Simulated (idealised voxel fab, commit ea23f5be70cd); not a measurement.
The name of this process module is voxel transistor to metal.
Cross-section cut: width 180 nm, square cells of 5 nm.
Think of the cross-section as a grid of square cells. We describe it in bands, top to bottom, and each band covers one or more rows of those cells.
Band entry format. Leading values: height of top, height of bottom, nm. Remainder: materials in left-to-right order, each with its width in nm. Special words: "edge to edge" on a single material, which then fills the band edge to edge; "empty", empty space.
A quick word on heights: they are counted from 0, and under that level the wafer as it came to us is one material throughout. The lowest band is different from the rest in having no bottom; it simply continues downward, written as in "0 nm and below".
A two-number width, for instance "30..40", indicates that the width is equal to the first number in the top row of the band and to the second number in the bottom row, and that it changes by a constant amount per row of cells.
When a step is marked "nothing different", none of the cells in the cross-section changed during that step.
Enclosed voids (no open way to top), threshold 8 cells or more, entry "Internal closed voids", notation width x height at distance, distance from left edge, nm.
On each step's line, the part that comes after the settings is the simulator's own comment on the step.
The setting "overlay nm" may be written on the line of a step. When the step uses a mask, the value reports how far to the right of the planned place the mask lay, and a negative value reports that it lay to the left.
## Planned process steps
1 RECEIVE (material Si)
2 OXIDIZE (depth nm 5)
3 CONFORMAL_DEP (material SiN; thk nm 15)
4 DIRECTIONAL_DEP (material aC; thk nm 10)
5 PATTERN (tone cover; mask id ACTIVE; material resist; width nm 110; thk nm 30; overlay nm 0)
6 DIRECTIONAL_ETCH (etch materials aC; depth nm 10)
7 STRIP (etch materials resist)
8 DIRECTIONAL_ETCH (etch materials SiN; depth nm 15)
9 DIRECTIONAL_ETCH (etch materials SiO2; depth nm 5)
10 DIRECTIONAL_ETCH (etch materials Si; depth nm 30)
11 STRIP (etch materials aC)
12 FILL_DEP (material SiO2; thk nm 5)
13 CMP (height nm 15)
14 SELECTIVE_ETCH (etch materials SiO2; depth nm 10)
15 STRIP (etch materials SiN)
16 SELECTIVE_ETCH (etch materials SiO2; depth nm 5)
17 OXIDIZE (depth nm 5)
18 DIRECTIONAL_DEP (material polySi; thk nm 20)
19 DIRECTIONAL_DEP (material SiCN; thk nm 15)
20 PATTERN (tone cover; mask id GATE; material resist; width nm 30; thk nm 15; overlay nm 0)
21 DIRECTIONAL_ETCH (etch materials SiCN; depth nm 25)
22 DIRECTIONAL_ETCH (etch materials polySi; depth nm 30)
23 STRIP (etch materials resist)
24 CONFORMAL_DEP (material SiO2; thk nm 5)
25 DIRECTIONAL_ETCH (etch materials SiO2; depth nm 5)
26 CONFORMAL_DEP (material SiN; thk nm 5)
27 DIRECTIONAL_ETCH (etch materials SiN; depth nm 5)
28 DIRECTIONAL_ETCH (etch materials SiO2; depth nm 5)
29 EPI (material nSi; thk nm 5)
30 FILL_DEP (material SiO2; thk nm 10)
31 CMP (height nm 15)
32 STRIP (etch materials polySi)
33 SELECTIVE_ETCH (etch materials SiO2; depth nm 5)
34 CONFORMAL_DEP (material HfO2; thk nm 5)
35 CONFORMAL_DEP (material TiN; thk nm 5)
36 FILL_DEP (material W; thk nm 10)
37 CMP (height nm 10)
38 DIRECTIONAL_DEP (material SiO2; thk nm 10)
39 PATTERN (tone open; mask id CONTACT; material resist; width nm 20; pitch nm 80; thk nm 15; overlay nm 0)
40 DIRECTIONAL_ETCH (etch materials SiO2; depth nm 25)
41 STRIP (etch materials resist)
42 CONFORMAL_DEP (material TiN; thk nm 5)
43 FILL_DEP (material W; thk nm 10)
44 CMP (height nm 20)
45 DIRECTIONAL_DEP (material TiN; thk nm 5)
46 DIRECTIONAL_DEP (material W; thk nm 20)
47 DIRECTIONAL_DEP (material aC; thk nm 10)
48 PATTERN (tone cover; mask id METAL_1; material resist; width nm 20; pitch nm 80; thk nm 25; overlay nm 0)
49 DIRECTIONAL_ETCH (etch materials aC; depth nm 10)
50 STRIP (etch materials resist)
51 DIRECTIONAL_ETCH (etch materials W; depth nm 20)
52 DIRECTIONAL_ETCH (etch materials TiN; depth nm 5)
53 STRIP (etch materials aC)
54 FILL_DEP (material SiO2; thk nm 10)
55 CMP (height nm 45)
56 CONFORMAL_DEP (material SiCN; thk nm 5)
57 DIRECTIONAL_DEP (material lowk; thk nm 35)
58 MASKED_ETCH (tone open; mask id METAL_2; width nm 20; pitch nm 80; etch materials lowk; depth nm 20; overlay nm 0)
59 PATTERN (tone open; mask id METAL_2_HOLES; material resist; width nm 15; pitch nm 80; thk nm 20; overlay nm 0)
60 DIRECTIONAL_ETCH (etch materials lowk; depth nm 15)
61 DIRECTIONAL_ETCH (etch materials SiCN; depth nm 5)
62 STRIP (etch materials resist)
63 CONFORMAL_DEP (material TiN; thk nm 5)
64 FILL_DEP (material Cu; thk nm 5)
65 CMP (height nm 85)
66 CONFORMAL_DEP (material SiCN; thk nm 5)
## Of two wafers, the first: run according to plan
## As-received wafer cross-section (after step 1)
> 0 nm and below = Si edge to edge
> Internal closed voids: none
## You're looking at a cross-section of the wafer after step 2
> 0 nm to -5 nm = SiO2 edge to edge
> Everything below -5 is unchanged.
## You're looking at a cross-section of the wafer after step 3
> 15 nm to 0 nm = SiN edge to edge
> Everything below 0 is unchanged.
## You're looking at a cross-section of the wafer after step 4
> 25 nm to 15 nm = aC edge to edge
> Everything below 15 is unchanged.
## You're looking at a cross-section of the wafer after step 5
> 55 nm to 25 nm = 35 empty  110 resist  35 empty
> Everything below 25 is unchanged.
## You're looking at a cross-section of the wafer after step 6
> 45 nm to 25 nm = 35 empty  110 resist  35 empty
> 25 nm to 15 nm = 35 empty  110 aC  35 empty
> Everything below 15 is unchanged.
## You're looking at a cross-section of the wafer after step 7
> 25 nm to 15 nm = 35 empty  110 aC  35 empty
> Everything below 15 is unchanged.
## You're looking at a cross-section of the wafer after step 8
> 25 nm to 15 nm = 35 empty  110 aC  35 empty
> 15 nm to 0 nm = 35 empty  110 SiN  35 empty
> Everything below 0 is unchanged.
## You're looking at a cross-section of the wafer after step 9
> 25 nm to 15 nm = 35 empty  110 aC  35 empty
> 15 nm to 0 nm = 35 empty  110 SiN  35 empty
> 0 nm to -5 nm = 35 empty  110 SiO2  35 empty
> Everything below -5 is unchanged.
## You're looking at a cross-section of the wafer after step 10
> 25 nm to 15 nm = 35 empty  110 aC  35 empty
> 15 nm to 0 nm = 35 empty  110 SiN  35 empty
> 0 nm to -5 nm = 35 empty  110 SiO2  35 empty
> -5 nm to -35 nm = 35 empty  110 Si  35 empty
> Everything below -35 is unchanged.
## You're looking at a cross-section of the wafer after step 11
> 15 nm to 0 nm = 35 empty  110 SiN  35 empty
> Everything below 0 is unchanged.
## You're looking at a cross-section of the wafer after step 12
> 20 nm to 15 nm = SiO2 edge to edge
> 15 nm to 0 nm = 35 SiO2  110 SiN  35 SiO2
> 0 nm to -5 nm = SiO2 edge to edge
> -5 nm to -35 nm = 35 SiO2  110 Si  35 SiO2
> Everything below -35 is unchanged.
## You're looking at a cross-section of the wafer after step 13
> 15 nm to 0 nm = 35 SiO2  110 SiN  35 SiO2
> Everything below 0 is unchanged.
## You're looking at a cross-section of the wafer after step 14
> 15 nm to 5 nm = 35 empty  110 SiN  35 empty
> Everything below 5 is unchanged.
## You're looking at a cross-section of the wafer after step 15
> 5 nm to 0 nm = 35 SiO2  110 empty  35 SiO2
> Everything below 0 is unchanged.
## You're looking at a cross-section of the wafer after step 16
> 0 nm to -5 nm = 30 SiO2  120 empty  30 SiO2
> Everything below -5 is unchanged.
## You're looking at a cross-section of the wafer after step 17
> 0 nm to -5 nm = 30 SiO2  120 empty  30 SiO2
> -5 nm to -10 nm = SiO2 edge to edge
> Everything below -10 is unchanged.
## You're looking at a cross-section of the wafer after step 18
> 20 nm to 15 nm = 30 polySi  120 empty  30 polySi
> 15 nm to 0 nm = polySi edge to edge
> 0 nm to -5 nm = 30 SiO2  120 polySi  30 SiO2
> Everything below -5 is unchanged.
## You're looking at a cross-section of the wafer after step 19
> 35 nm to 30 nm = 30 SiCN  120 empty  30 SiCN
> 30 nm to 20 nm = SiCN edge to edge
> 20 nm to 15 nm = 30 polySi  120 SiCN  30 polySi
> Everything below 15 is unchanged.
## You're looking at a cross-section of the wafer after step 20
> 50 nm to 35 nm = 75 empty  30 resist  75 empty
> 35 nm to 30 nm = 30 SiCN  45 empty  30 resist  45 empty  30 SiCN
> Everything below 30 is unchanged.
## You're looking at a cross-section of the wafer after step 21
> 50 nm to 30 nm = 75 empty  30 resist  75 empty
> 30 nm to 20 nm = 75 empty  30 SiCN  75 empty
> 20 nm to 15 nm = 30 polySi  45 empty  30 SiCN  45 empty  30 polySi
> Everything below 15 is unchanged.
## You're looking at a cross-section of the wafer after step 22
> 50 nm to 30 nm = 75 empty  30 resist  75 empty
> 30 nm to 15 nm = 75 empty  30 SiCN  75 empty
> 15 nm to 0 nm = 75 empty  30 polySi  75 empty
> 0 nm to -5 nm = 30 SiO2  45 empty  30 polySi  45 empty  30 SiO2
> Everything below -5 is unchanged.
## You're looking at a cross-section of the wafer after step 23
> 30 nm to 15 nm = 75 empty  30 SiCN  75 empty
> Everything below 15 is unchanged.
## You're looking at a cross-section of the wafer after step 24
> 35 nm to 30 nm = 70 empty  40 SiO2  70 empty
> 30 nm to 15 nm = 70 empty  5 SiO2  30 SiCN  5 SiO2  70 empty
> 15 nm to 5 nm = 70 empty  5 SiO2  30 polySi  5 SiO2  70 empty
> 5 nm to 0 nm = 35 SiO2  35 empty  5 SiO2  30 polySi  5 SiO2  35 empty  35 SiO2
> 0 nm to -5 nm = 75 SiO2  30 polySi  75 SiO2
> Everything below -5 is unchanged.
## You're looking at a cross-section of the wafer after step 25
> 30 nm to 15 nm = 70 empty  5 SiO2  30 SiCN  5 SiO2  70 empty
> 15 nm to 0 nm = 70 empty  5 SiO2  30 polySi  5 SiO2  70 empty
> 0 nm to -5 nm = 35 SiO2  35 empty  5 SiO2  30 polySi  5 SiO2  35 empty  35 SiO2
> Everything below -5 is unchanged.
## You're looking at a cross-section of the wafer after step 26
> 35 nm to 30 nm = 65 empty  50 SiN  65 empty
> 30 nm to 15 nm = 65 empty  5 SiN  5 SiO2  30 SiCN  5 SiO2  5 SiN  65 empty
> 15 nm to 5 nm = 65 empty  5 SiN  5 SiO2  30 polySi  5 SiO2  5 SiN  65 empty
> 5 nm to 0 nm = 40 SiN  25 empty  5 SiN  5 SiO2  30 polySi  5 SiO2  5 SiN  25 empty  40 SiN
> 0 nm to -5 nm = 35 SiO2  35 SiN  5 SiO2  30 polySi  5 SiO2  35 SiN  35 SiO2
> Everything below -5 is unchanged.
## You're looking at a cross-section of the wafer after step 27
> 30 nm to 15 nm = 65 empty  5 SiN  5 SiO2  30 SiCN  5 SiO2  5 SiN  65 empty
> 15 nm to 0 nm = 65 empty  5 SiN  5 SiO2  30 polySi  5 SiO2  5 SiN  65 empty
> 0 nm to -5 nm = 35 SiO2  5 SiN  25 empty  5 SiN  5 SiO2  30 polySi  5 SiO2  5 SiN  25 empty  5 SiN  35 SiO2
> Everything below -5 is unchanged.
## You're looking at a cross-section of the wafer after step 28
> 30 nm to 25 nm = 65 empty  5 SiN  5 empty  30 SiCN  5 empty  5 SiN  65 empty
> 25 nm to 15 nm = 65 empty  5 SiN  5 SiO2  30 SiCN  5 SiO2  5 SiN  65 empty
> 15 nm to 0 nm = 65 empty  5 SiN  5 SiO2  30 polySi  5 SiO2  5 SiN  65 empty
> 0 nm to -5 nm = 35 empty  5 SiN  25 empty  5 SiN  5 SiO2  30 polySi  5 SiO2  5 SiN  25 empty  5 SiN  35 empty
> -5 nm to -10 nm = 40 SiO2  25 empty  50 SiO2  25 empty  40 SiO2
> Everything below -10 is unchanged.
## You're looking at a cross-section of the wafer after step 29
> 30 nm to 25 nm = 65 empty  5 SiN  5 empty  30 SiCN  5 empty  5 SiN  65 empty
> 25 nm to 15 nm = 65 empty  5 SiN  5 SiO2  30 SiCN  5 SiO2  5 SiN  65 empty
> 15 nm to 0 nm = 65 empty  5 SiN  5 SiO2  30 polySi  5 SiO2  5 SiN  65 empty
> 0 nm to -5 nm = 35 empty  5 SiN  25 empty  5 SiN  5 SiO2  30 polySi  5 SiO2  5 SiN  25 empty  5 SiN  35 empty
> -5 nm to -10 nm = 40 SiO2  25 nSi  50 SiO2  25 nSi  40 SiO2
> Everything below -10 is unchanged.
## You're looking at a cross-section of the wafer after step 30
> 40 nm to 30 nm = SiO2 edge to edge
> 30 nm to 15 nm = 65 SiO2  5 SiN  5 SiO2  30 SiCN  5 SiO2  5 SiN  65 SiO2
> 15 nm to 0 nm = 65 SiO2  5 SiN  5 SiO2  30 polySi  5 SiO2  5 SiN  65 SiO2
> 0 nm to -5 nm = 35 SiO2  5 SiN  25 SiO2  5 SiN  5 SiO2  30 polySi  5 SiO2  5 SiN  25 SiO2  5 SiN  35 SiO2
> Everything below -5 is unchanged.
## You're looking at a cross-section of the wafer after step 31
> 15 nm to 0 nm = 65 SiO2  5 SiN  5 SiO2  30 polySi  5 SiO2  5 SiN  65 SiO2
> Everything below 0 is unchanged.
## You're looking at a cross-section of the wafer after step 32
> 15 nm to 0 nm = 65 SiO2  5 SiN  5 SiO2  30 empty  5 SiO2  5 SiN  65 SiO2
> 0 nm to -5 nm = 35 SiO2  5 SiN  25 SiO2  5 SiN  5 SiO2  30 empty  5 SiO2  5 SiN  25 SiO2  5 SiN  35 SiO2
> Everything below -5 is unchanged.
## You're looking at a cross-section of the wafer after step 33
> 15 nm to 10 nm = 65 empty  5 SiN  40 empty  5 SiN  65 empty
> 10 nm to 0 nm = 65 SiO2  5 SiN  40 empty  5 SiN  65 SiO2
> 0 nm to -5 nm = 35 SiO2  5 SiN  25 SiO2  5 SiN  40 empty  5 SiN  25 SiO2  5 SiN  35 SiO2
> -5 nm to -10 nm = 40 SiO2  25 nSi  5 SiO2  40 empty  5 SiO2  25 nSi  40 SiO2
> Everything below -10 is unchanged.
## You're looking at a cross-section of the wafer after step 34
> 20 nm to 15 nm = 60 empty  15 HfO2  30 empty  15 HfO2  60 empty
> 15 nm to 10 nm = 65 HfO2  5 SiN  5 HfO2  30 empty  5 HfO2  5 SiN  65 HfO2
> 10 nm to 0 nm = 65 SiO2  5 SiN  5 HfO2  30 empty  5 HfO2  5 SiN  65 SiO2
> 0 nm to -5 nm = 35 SiO2  5 SiN  25 SiO2  5 SiN  5 HfO2  30 empty  5 HfO2  5 SiN  25 SiO2  5 SiN  35 SiO2
> -5 nm to -10 nm = 40 SiO2  25 nSi  5 SiO2  40 HfO2  5 SiO2  25 nSi  40 SiO2
> Everything below -10 is unchanged.
## You're looking at a cross-section of the wafer after step 35
> 25 nm to 20 nm = 55 empty  25 TiN  20 empty  25 TiN  55 empty
> 20 nm to 15 nm = 60 TiN  15 HfO2  5 TiN  20 empty  5 TiN  15 HfO2  60 TiN
> 15 nm to 10 nm = 65 HfO2  5 SiN  5 HfO2  5 TiN  20 empty  5 TiN  5 HfO2  5 SiN  65 HfO2
> 10 nm to 0 nm = 65 SiO2  5 SiN  5 HfO2  5 TiN  20 empty  5 TiN  5 HfO2  5 SiN  65 SiO2
> 0 nm to -5 nm = 35 SiO2  5 SiN  25 SiO2  5 SiN  5 HfO2  30 TiN  5 HfO2  5 SiN  25 SiO2  5 SiN  35 SiO2
> Everything below -5 is unchanged.
## You're looking at a cross-section of the wafer after step 36
> 35 nm to 25 nm = W edge to edge
> 25 nm to 20 nm = 55 W  25 TiN  20 W  25 TiN  55 W
> 20 nm to 15 nm = 60 TiN  15 HfO2  5 TiN  20 W  5 TiN  15 HfO2  60 TiN
> 15 nm to 10 nm = 65 HfO2  5 SiN  5 HfO2  5 TiN  20 W  5 TiN  5 HfO2  5 SiN  65 HfO2
> 10 nm to 0 nm = 65 SiO2  5 SiN  5 HfO2  5 TiN  20 W  5 TiN  5 HfO2  5 SiN  65 SiO2
> Everything below 0 is unchanged.
## You're looking at a cross-section of the wafer after step 37
> 10 nm to 0 nm = 65 SiO2  5 SiN  5 HfO2  5 TiN  20 W  5 TiN  5 HfO2  5 SiN  65 SiO2
> Everything below 0 is unchanged.
## You're looking at a cross-section of the wafer after step 38
> 20 nm to 10 nm = SiO2 edge to edge
> Everything below 10 is unchanged.
## You're looking at a cross-section of the wafer after step 39
> 35 nm to 20 nm = 40 resist  20 empty  60 resist  20 empty  40 resist
> Everything below 20 is unchanged.
## You're looking at a cross-section of the wafer after step 40
> 35 nm to 20 nm = 40 resist  20 empty  60 resist  20 empty  40 resist
> 20 nm to 10 nm = 40 SiO2  20 empty  60 SiO2  20 empty  40 SiO2
> 10 nm to 0 nm = 40 SiO2  20 empty  5 SiO2  5 SiN  5 HfO2  5 TiN  20 W  5 TiN  5 HfO2  5 SiN  5 SiO2  20 empty  40 SiO2
> 0 nm to -5 nm = 35 SiO2  5 SiN  20 empty  5 SiO2  5 SiN  5 HfO2  30 TiN  5 HfO2  5 SiN  5 SiO2  20 empty  5 SiN  35 SiO2
> Everything below -5 is unchanged.
## You're looking at a cross-section of the wafer after step 41
> 20 nm to 10 nm = 40 SiO2  20 empty  60 SiO2  20 empty  40 SiO2
> Everything below 10 is unchanged.
## You're looking at a cross-section of the wafer after step 42
> 25 nm to 20 nm = 45 TiN  10 empty  70 TiN  10 empty  45 TiN
> 20 nm to 10 nm = 40 SiO2  5 TiN  10 empty  5 TiN  60 SiO2  5 TiN  10 empty  5 TiN  40 SiO2
> 10 nm to 0 nm = 40 SiO2  5 TiN  10 empty  5 TiN  5 SiO2  5 SiN  5 HfO2  5 TiN  20 W  5 TiN  5 HfO2  5 SiN  5 SiO2  5 TiN  10 empty  5 TiN  40 SiO2
> 0 nm to -5 nm = 35 SiO2  5 SiN  20 TiN  5 SiO2  5 SiN  5 HfO2  30 TiN  5 HfO2  5 SiN  5 SiO2  20 TiN  5 SiN  35 SiO2
> Everything below -5 is unchanged.
## You're looking at a cross-section of the wafer after step 43
> 35 nm to 25 nm = W edge to edge
> 25 nm to 20 nm = 45 TiN  10 W  70 TiN  10 W  45 TiN
> 20 nm to 10 nm = 40 SiO2  5 TiN  10 W  5 TiN  60 SiO2  5 TiN  10 W  5 TiN  40 SiO2
> 10 nm to 0 nm = 40 SiO2  5 TiN  10 W  5 TiN  5 SiO2  5 SiN  5 HfO2  5 TiN  20 W  5 TiN  5 HfO2  5 SiN  5 SiO2  5 TiN  10 W  5 TiN  40 SiO2
> Everything below 0 is unchanged.
## You're looking at a cross-section of the wafer after step 44
> 20 nm to 10 nm = 40 SiO2  5 TiN  10 W  5 TiN  60 SiO2  5 TiN  10 W  5 TiN  40 SiO2
> Everything below 10 is unchanged.
## You're looking at a cross-section of the wafer after step 45
> 25 nm to 20 nm = TiN edge to edge
> Everything below 20 is unchanged.
## You're looking at a cross-section of the wafer after step 46
> 45 nm to 25 nm = W edge to edge
> Everything below 25 is unchanged.
## You're looking at a cross-section of the wafer after step 47
> 55 nm to 45 nm = aC edge to edge
> Everything below 45 is unchanged.
## You're looking at a cross-section of the wafer after step 48
> 80 nm to 55 nm = 40 empty  20 resist  60 empty  20 resist  40 empty
> Everything below 55 is unchanged.
## You're looking at a cross-section of the wafer after step 49
> 70 nm to 55 nm = 40 empty  20 resist  60 empty  20 resist  40 empty
> 55 nm to 45 nm = 40 empty  20 aC  60 empty  20 aC  40 empty
> Everything below 45 is unchanged.
## You're looking at a cross-section of the wafer after step 50
> 55 nm to 45 nm = 40 empty  20 aC  60 empty  20 aC  40 empty
> Everything below 45 is unchanged.
## You're looking at a cross-section of the wafer after step 51
> 55 nm to 45 nm = 40 empty  20 aC  60 empty  20 aC  40 empty
> 45 nm to 25 nm = 40 empty  20 W  60 empty  20 W  40 empty
> Everything below 25 is unchanged.
## You're looking at a cross-section of the wafer after step 52
> 55 nm to 45 nm = 40 empty  20 aC  60 empty  20 aC  40 empty
> 45 nm to 25 nm = 40 empty  20 W  60 empty  20 W  40 empty
> 25 nm to 20 nm = 40 empty  20 TiN  60 empty  20 TiN  40 empty
> Everything below 20 is unchanged.
## You're looking at a cross-section of the wafer after step 53
> 45 nm to 25 nm = 40 empty  20 W  60 empty  20 W  40 empty
> Everything below 25 is unchanged.
## You're looking at a cross-section of the wafer after step 54
> 55 nm to 45 nm = SiO2 edge to edge
> 45 nm to 25 nm = 40 SiO2  20 W  60 SiO2  20 W  40 SiO2
> 25 nm to 20 nm = 40 SiO2  20 TiN  60 SiO2  20 TiN  40 SiO2
> Everything below 20 is unchanged.
## You're looking at a cross-section of the wafer after step 55
> 45 nm to 25 nm = 40 SiO2  20 W  60 SiO2  20 W  40 SiO2
> Everything below 25 is unchanged.
## You're looking at a cross-section of the wafer after step 56
> 50 nm to 45 nm = SiCN edge to edge
> Everything below 45 is unchanged.
## You're looking at a cross-section of the wafer after step 57
> 85 nm to 50 nm = lowk edge to edge
> Everything below 50 is unchanged.
## You're looking at a cross-section of the wafer after step 58
> 85 nm to 65 nm = 40 lowk  20 empty  60 lowk  20 empty  40 lowk
> Everything below 65 is unchanged.
## You're looking at a cross-section of the wafer after step 59
> 105 nm to 85 nm = 40 resist  15 empty  65 resist  15 empty  45 resist
> 85 nm to 65 nm = 40 lowk  15 empty  5 resist  60 lowk  15 empty  5 resist  40 lowk
> Everything below 65 is unchanged.
## You're looking at a cross-section of the wafer after step 60
> 105 nm to 85 nm = 40 resist  15 empty  65 resist  15 empty  45 resist
> 85 nm to 65 nm = 40 lowk  15 empty  5 resist  60 lowk  15 empty  5 resist  40 lowk
> 65 nm to 50 nm = 40 lowk  15 empty  65 lowk  15 empty  45 lowk
> Everything below 50 is unchanged.
## You're looking at a cross-section of the wafer after step 61
> 105 nm to 85 nm = 40 resist  15 empty  65 resist  15 empty  45 resist
> 85 nm to 65 nm = 40 lowk  15 empty  5 resist  60 lowk  15 empty  5 resist  40 lowk
> 65 nm to 50 nm = 40 lowk  15 empty  65 lowk  15 empty  45 lowk
> 50 nm to 45 nm = 40 SiCN  15 empty  65 SiCN  15 empty  45 SiCN
> Everything below 45 is unchanged.
## You're looking at a cross-section of the wafer after step 62
> 85 nm to 65 nm = 40 lowk  20 empty  60 lowk  20 empty  40 lowk
> Everything below 65 is unchanged.
## You're looking at a cross-section of the wafer after step 63
> 90 nm to 85 nm = 45 TiN  10 empty  70 TiN  10 empty  45 TiN
> 85 nm to 70 nm = 40 lowk  5 TiN  10 empty  5 TiN  60 lowk  5 TiN  10 empty  5 TiN  40 lowk
> 70 nm to 65 nm = 40 lowk  5 TiN  5 empty  10 TiN  60 lowk  5 TiN  5 empty  10 TiN  40 lowk
> 65 nm to 50 nm = 40 lowk  5 TiN  5 empty  5 TiN  65 lowk  5 TiN  5 empty  5 TiN  45 lowk
> 50 nm to 45 nm = 40 SiCN  15 TiN  65 SiCN  15 TiN  45 SiCN
> Everything below 45 is unchanged.
## You're looking at a cross-section of the wafer after step 64
> 95 nm to 90 nm = Cu edge to edge
> 90 nm to 85 nm = 45 TiN  10 Cu  70 TiN  10 Cu  45 TiN
> 85 nm to 70 nm = 40 lowk  5 TiN  10 Cu  5 TiN  60 lowk  5 TiN  10 Cu  5 TiN  40 lowk
> 70 nm to 65 nm = 40 lowk  5 TiN  5 Cu  10 TiN  60 lowk  5 TiN  5 Cu  10 TiN  40 lowk
> 65 nm to 50 nm = 40 lowk  5 TiN  5 Cu  5 TiN  65 lowk  5 TiN  5 Cu  5 TiN  45 lowk
> Everything below 50 is unchanged.
## You're looking at a cross-section of the wafer after step 65
> 85 nm to 70 nm = 40 lowk  5 TiN  10 Cu  5 TiN  60 lowk  5 TiN  10 Cu  5 TiN  40 lowk
> Everything below 70 is unchanged.
## You're looking at a cross-section of the wafer after step 66
> 90 nm to 85 nm = SiCN edge to edge
> Everything below 85 is unchanged.
## Second Wafer (Identical Start and Plan, One Processing Error; Matches First Wafer Through Step 43)
## Second wafer profile in section, at the moment step 44 of the plan was meant to be complete
> 30 nm to 25 nm = W edge to edge
> Everything below 25 is unchanged.
## Second wafer profile in section, at the moment step 45 of the plan was meant to be complete
> 35 nm to 30 nm = TiN edge to edge
> Everything below 30 is unchanged.
## Second wafer profile in section, at the moment step 46 of the plan was meant to be complete
> 55 nm to 35 nm = W edge to edge
> Everything below 35 is unchanged.
## Second wafer profile in section, at the moment step 47 of the plan was meant to be complete
> 65 nm to 55 nm = aC edge to edge
> Everything below 55 is unchanged.
## Second wafer profile in section, at the moment step 48 of the plan was meant to be complete
> 90 nm to 65 nm = 40 empty  20 resist  60 empty  20 resist  40 empty
> Everything below 65 is unchanged.
## Second wafer profile in section, at the moment step 49 of the plan was meant to be complete
> 80 nm to 65 nm = 40 empty  20 resist  60 empty  20 resist  40 empty
> 65 nm to 55 nm = 40 empty  20 aC  60 empty  20 aC  40 empty
> Everything below 55 is unchanged.
## Second wafer profile in section, at the moment step 50 of the plan was meant to be complete
> 65 nm to 55 nm = 40 empty  20 aC  60 empty  20 aC  40 empty
> Everything below 55 is unchanged.
## Second wafer profile in section, at the moment step 51 of the plan was meant to be complete
> 65 nm to 55 nm = 40 empty  20 aC  60 empty  20 aC  40 empty
> 55 nm to 35 nm = 40 empty  20 W  60 empty  20 W  40 empty
> Everything below 35 is unchanged.
## Second wafer profile in section, at the moment step 52 of the plan was meant to be complete
> 65 nm to 55 nm = 40 empty  20 aC  60 empty  20 aC  40 empty
> 55 nm to 35 nm = 40 empty  20 W  60 empty  20 W  40 empty
> 35 nm to 30 nm = 40 empty  20 TiN  60 empty  20 TiN  40 empty
> Everything below 30 is unchanged.
## Second wafer profile in section, at the moment step 53 of the plan was meant to be complete
> 55 nm to 35 nm = 40 empty  20 W  60 empty  20 W  40 empty
> Everything below 35 is unchanged.
## Second wafer profile in section, at the moment step 54 of the plan was meant to be complete
> 65 nm to 55 nm = SiO2 edge to edge
> 55 nm to 35 nm = 40 SiO2  20 W  60 SiO2  20 W  40 SiO2
> 35 nm to 30 nm = 40 SiO2  20 TiN  60 SiO2  20 TiN  40 SiO2
> Everything below 30 is unchanged.
## Second wafer profile in section, at the moment step 55 of the plan was meant to be complete
> 45 nm to 35 nm = 40 SiO2  20 W  60 SiO2  20 W  40 SiO2
> Everything below 35 is unchanged.
## Second wafer profile in section, at the moment step 56 of the plan was meant to be complete
> 50 nm to 45 nm = SiCN edge to edge
> Everything below 45 is unchanged.
## Second wafer profile in section, at the moment step 57 of the plan was meant to be complete
> 85 nm to 50 nm = lowk edge to edge
> Everything below 50 is unchanged.
## Second wafer profile in section, at the moment step 58 of the plan was meant to be complete
> 85 nm to 65 nm = 40 lowk  20 empty  60 lowk  20 empty  40 lowk
> Everything below 65 is unchanged.
## Second wafer profile in section, at the moment step 59 of the plan was meant to be complete
> 105 nm to 85 nm = 40 resist  15 empty  65 resist  15 empty  45 resist
> 85 nm to 65 nm = 40 lowk  15 empty  5 resist  60 lowk  15 empty  5 resist  40 lowk
> Everything below 65 is unchanged.
## Second wafer profile in section, at the moment step 60 of the plan was meant to be complete
> 105 nm to 85 nm = 40 resist  15 empty  65 resist  15 empty  45 resist
> 85 nm to 65 nm = 40 lowk  15 empty  5 resist  60 lowk  15 empty  5 resist  40 lowk
> 65 nm to 50 nm = 40 lowk  15 empty  65 lowk  15 empty  45 lowk
> Everything below 50 is unchanged.
## Second wafer profile in section, at the moment step 61 of the plan was meant to be complete
> 105 nm to 85 nm = 40 resist  15 empty  65 resist  15 empty  45 resist
> 85 nm to 65 nm = 40 lowk  15 empty  5 resist  60 lowk  15 empty  5 resist  40 lowk
> 65 nm to 50 nm = 40 lowk  15 empty  65 lowk  15 empty  45 lowk
> 50 nm to 45 nm = 40 SiCN  15 empty  65 SiCN  15 empty  45 SiCN
> Everything below 45 is unchanged.
## Second wafer profile in section, at the moment step 62 of the plan was meant to be complete
> 85 nm to 65 nm = 40 lowk  20 empty  60 lowk  20 empty  40 lowk
> Everything below 65 is unchanged.
## Second wafer profile in section, at the moment step 63 of the plan was meant to be complete
> 90 nm to 85 nm = 45 TiN  10 empty  70 TiN  10 empty  45 TiN
> 85 nm to 70 nm = 40 lowk  5 TiN  10 empty  5 TiN  60 lowk  5 TiN  10 empty  5 TiN  40 lowk
> 70 nm to 65 nm = 40 lowk  5 TiN  5 empty  10 TiN  60 lowk  5 TiN  5 empty  10 TiN  40 lowk
> 65 nm to 50 nm = 40 lowk  5 TiN  5 empty  5 TiN  65 lowk  5 TiN  5 empty  5 TiN  45 lowk
> 50 nm to 45 nm = 40 SiCN  15 TiN  65 SiCN  15 TiN  45 SiCN
> Everything below 45 is unchanged.
## Second wafer profile in section, at the moment step 64 of the plan was meant to be complete
> 95 nm to 90 nm = Cu edge to edge
> 90 nm to 85 nm = 45 TiN  10 Cu  70 TiN  10 Cu  45 TiN
> 85 nm to 70 nm = 40 lowk  5 TiN  10 Cu  5 TiN  60 lowk  5 TiN  10 Cu  5 TiN  40 lowk
> 70 nm to 65 nm = 40 lowk  5 TiN  5 Cu  10 TiN  60 lowk  5 TiN  5 Cu  10 TiN  40 lowk
> 65 nm to 50 nm = 40 lowk  5 TiN  5 Cu  5 TiN  65 lowk  5 TiN  5 Cu  5 TiN  45 lowk
> Everything below 50 is unchanged.
## Second wafer profile in section, at the moment step 65 of the plan was meant to be complete
> 85 nm to 70 nm = 40 lowk  5 TiN  10 Cu  5 TiN  60 lowk  5 TiN  10 Cu  5 TiN  40 lowk
> Everything below 70 is unchanged.
## Second wafer profile in section, at the moment step 66 of the plan was meant to be complete
> 90 nm to 85 nm = SiCN edge to edge
> Everything below 85 is unchanged.
Against the plan, the run slipped here: step 44 ran with different settings than intended, the actual operation and settings being CMP (height nm 30)
Once processing is complete, comparing cell counts shows that the second wafer has more or fewer of certain materials than the first: 56 fewer of SiO2, 32 more of TiN, 24 more of W
